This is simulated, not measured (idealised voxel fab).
process module | voxel self aligned contacts
cross-section cut | 300 nm wide | cells 5 nm
A cross-section is a grid of square cells, given in bands from the top down. A band is one or more rows of cells.
Each band's line starts with the height of the band's top and of its bottom, in nm. Then come its materials from left to right, each with its width in nm. One material with "throughout" fills the band from edge to edge. "air" is empty space.
Height 0 is the level under which the wafer as received is all one material. The lowest band goes on downwards, as in "0 down".
A width such as "30 to 40" changes by the same amount from each row of cells to the next, from the band's top row to its bottom row.
"no change" after a step means that no cell of the cross-section changed.
closed voids: empty space of 8 cells or more with no open way to the top, each as width x height at its distance from the left edge, in nm
after a step's settings: what the simulator itself notes on the step
overlay nm, on a step with a mask: how far to the right of its planned place the mask lay; to the left if negative
plan
1 op RECEIVE | material Si
2 op OXIDIZE | depth nm 5
3 op DIRECTIONAL_DEP | material polySi | thk nm 30
4 op DIRECTIONAL_DEP | material SiN | thk nm 15
5 op MASKED_ETCH | tone cover | mask id GATE | width nm 35 | pitch nm 65 | etch materials SiN | depth nm 15 | overlay nm 0
6 op MASKED_ETCH | tone cover | mask id GATE | width nm 35 | pitch nm 65 | etch materials polySi | depth nm 30 | overlay nm 0
7 op CONFORMAL_DEP | material SiN | thk nm 5
8 op DIRECTIONAL_ETCH | etch materials SiN | depth nm 5
9 op FILL_DEP | material SiO2 | thk nm 10
10 op CMP | height nm 50
11 op DIRECTIONAL_DEP | material aC | thk nm 10
12 op PATTERN | tone open | mask id CONTACT | material resist | width nm 40 | thk nm 25 | overlay nm 0
13 op DIRECTIONAL_ETCH | etch materials aC | depth nm 10
14 op STRIP | etch materials resist
15 op DIRECTIONAL_ETCH | etch materials SiO2 | depth nm 55
16 op STRIP | etch materials aC
17 op CONFORMAL_DEP | material TiN | thk nm 5
18 op FILL_DEP | material W | thk nm 10
19 op CMP | height nm 50
20 op CONFORMAL_DEP | material SiN | thk nm 5
first wafer, as planned
as received, after step 1
  0 down: Si throughout
  closed voids: none
after step 2
  0 to -5: SiO2 throughout
  below -5: unchanged
after step 3
  30 to 0: polySi throughout
  below 0: unchanged
after step 4
  45 to 30: SiN throughout
  below 30: unchanged
after step 5
  45 to 30: air 100 | SiN 35 | air 30 | SiN 35 | air 100
  below 30: unchanged
after step 6
  45 to 30: air 100 | SiN 35 | air 30 | SiN 35 | air 100
  30 to 0: air 100 | polySi 35 | air 30 | polySi 35 | air 100
  below 0: unchanged
after step 7
  50 to 30: air 95 | SiN 45 | air 20 | SiN 45 | air 95
  30 to 5: air 95 | SiN 5 | polySi 35 | SiN 5 | air 20 | SiN 5 | polySi 35 | SiN 5 | air 95
  5 to 0: SiN 100 | polySi 35 | SiN 30 | polySi 35 | SiN 100
  below 0: unchanged
after step 8
  45 to 30: air 95 | SiN 45 | air 20 | SiN 45 | air 95
  30 to 0: air 95 | SiN 5 | polySi 35 | SiN 5 | air 20 | SiN 5 | polySi 35 | SiN 5 | air 95
  below 0: unchanged
after step 9
  55 to 45: SiO2 throughout
  45 to 30: SiO2 95 | SiN 45 | SiO2 20 | SiN 45 | SiO2 95
  30 to 0: SiO2 95 | SiN 5 | polySi 35 | SiN 5 | SiO2 20 | SiN 5 | polySi 35 | SiN 5 | SiO2 95
  below 0: unchanged
after step 10
  50 to 45: SiO2 throughout
  below 45: unchanged
after step 11
  60 to 50: aC throughout
  below 50: unchanged
after step 12
  85 to 60: resist 130 | air 40 | resist 130
  below 60: unchanged
after step 13
  75 to 60: resist 130 | air 40 | resist 130
  60 to 50: aC 130 | air 40 | aC 130
  below 50: unchanged
after step 14
  60 to 50: aC 130 | air 40 | aC 130
  below 50: unchanged
after step 15
  60 to 50: aC 130 | air 40 | aC 130
  50 to 45: SiO2 130 | air 40 | SiO2 130
  45 to 30: SiO2 95 | SiN 45 | air 20 | SiN 45 | SiO2 95
  30 to 0: SiO2 95 | SiN 5 | polySi 35 | SiN 5 | air 20 | SiN 5 | polySi 35 | SiN 5 | SiO2 95
  0 to -5: SiO2 140 | air 20 | SiO2 140
  below -5: unchanged
after step 16
  50 to 45: SiO2 130 | air 40 | SiO2 130
  below 45: unchanged
after step 17
  55 to 50: TiN 135 | air 30 | TiN 135
  50 to 45: SiO2 130 | TiN 15 | air 10 | TiN 15 | SiO2 130
  45 to 30: SiO2 95 | SiN 45 | TiN 5 | air 10 | TiN 5 | SiN 45 | SiO2 95
  30 to 0: SiO2 95 | SiN 5 | polySi 35 | SiN 5 | TiN 5 | air 10 | TiN 5 | SiN 5 | polySi 35 | SiN 5 | SiO2 95
  0 to -5: SiO2 140 | TiN 20 | SiO2 140
  below -5: unchanged
after step 18
  65 to 55: W throughout
  55 to 50: TiN 135 | W 30 | TiN 135
  50 to 45: SiO2 130 | TiN 15 | W 10 | TiN 15 | SiO2 130
  45 to 30: SiO2 95 | SiN 45 | TiN 5 | W 10 | TiN 5 | SiN 45 | SiO2 95
  30 to 0: SiO2 95 | SiN 5 | polySi 35 | SiN 5 | TiN 5 | W 10 | TiN 5 | SiN 5 | polySi 35 | SiN 5 | SiO2 95
  below 0: unchanged
after step 19
  50 to 45: SiO2 130 | TiN 15 | W 10 | TiN 15 | SiO2 130
  below 45: unchanged
after step 20
  55 to 50: SiN throughout
  below 50: unchanged
second wafer: like start, like plan, one mistake. Through step 4 it matches the first wafer
when step 5 should have ended
  45 to 30: air 90 | SiN 35 | air 30 | SiN 35 | air 110
  below 30: unchanged
when step 6 should have ended
  45 to 30: air 90 | SiN 35 | air 30 | SiN 35 | air 110
  30 to 0: air 90 | polySi 45 | air 20 | polySi 45 | air 100
  below 0: unchanged
when step 7 should have ended
  50 to 35: air 85 | SiN 45 | air 20 | SiN 45 | air 105
  35 to 30: air 85 | SiN 55 | air 10 | SiN 55 | air 95
  30 to 5: air 85 | SiN 5 | polySi 45 | SiN 5 | air 10 | SiN 5 | polySi 45 | SiN 5 | air 95
  5 to 0: SiN 90 | polySi 45 | SiN 20 | polySi 45 | SiN 100
  below 0: unchanged
when step 8 should have ended
  45 to 30: air 85 | SiN 45 | air 20 | SiN 45 | air 105
  30 to 0: air 85 | SiN 5 | polySi 45 | SiN 5 | air 10 | SiN 5 | polySi 45 | SiN 5 | air 95
  below 0: unchanged
when step 9 should have ended
  55 to 45: SiO2 throughout
  45 to 30: SiO2 85 | SiN 45 | SiO2 20 | SiN 45 | SiO2 105
  30 to 0: SiO2 85 | SiN 5 | polySi 45 | SiN 5 | SiO2 10 | SiN 5 | polySi 45 | SiN 5 | SiO2 95
  below 0: unchanged
when step 10 should have ended
  50 to 45: SiO2 throughout
  below 45: unchanged
when step 11 should have ended
  60 to 50: aC throughout
  below 50: unchanged
when step 12 should have ended
  85 to 60: resist 130 | air 40 | resist 130
  below 60: unchanged
when step 13 should have ended
  75 to 60: resist 130 | air 40 | resist 130
  60 to 50: aC 130 | air 40 | aC 130
  below 50: unchanged
when step 14 should have ended
  60 to 50: aC 130 | air 40 | aC 130
  below 50: unchanged
when step 15 should have ended
  60 to 50: aC 130 | air 40 | aC 130
  50 to 45: SiO2 130 | air 40 | SiO2 130
  45 to 30: SiO2 85 | SiN 45 | air 20 | SiN 45 | SiO2 105
  30 to 0: SiO2 85 | SiN 5 | polySi 45 | SiN 5 | air 10 | SiN 5 | polySi 45 | SiN 5 | SiO2 95
  0 to -5: SiO2 140 | air 10 | SiO2 150
  below -5: unchanged
when step 16 should have ended
  50 to 45: SiO2 130 | air 40 | SiO2 130
  below 45: unchanged
when step 17 should have ended
  55 to 50: TiN 135 | air 30 | TiN 135
  50 to 45: SiO2 130 | TiN 5 | air 10 | TiN 25 | SiO2 130
  45 to 35: SiO2 85 | SiN 45 | TiN 5 | air 10 | TiN 5 | SiN 45 | SiO2 105
  35 to 30: SiO2 85 | SiN 45 | TiN 20 | SiN 45 | SiO2 105
  30 to 0: SiO2 85 | SiN 5 | polySi 45 | SiN 5 | TiN 10 | SiN 5 | polySi 45 | SiN 5 | SiO2 95
  0 to -5: SiO2 140 | TiN 10 | SiO2 150
  below -5: unchanged
when step 18 should have ended
  65 to 55: W throughout
  55 to 50: TiN 135 | W 30 | TiN 135
  50 to 45: SiO2 130 | TiN 5 | W 10 | TiN 25 | SiO2 130
  45 to 35: SiO2 85 | SiN 45 | TiN 5 | W 10 | TiN 5 | SiN 45 | SiO2 105
  below 35: unchanged
when step 19 should have ended
  50 to 45: SiO2 130 | TiN 5 | W 10 | TiN 25 | SiO2 130
  below 45: unchanged
when step 20 should have ended
  55 to 50: SiN throughout
  below 50: unchanged
what went wrong: step 5 ran as: op MASKED_ETCH | tone cover | mask id GATE | width nm 35 | pitch nm 65 | etch materials SiN | depth nm 15 | overlay nm -10
at the end the second wafer has, in cells: 10 fewer of SiO2 | 14 fewer of W | 24 more of polySi
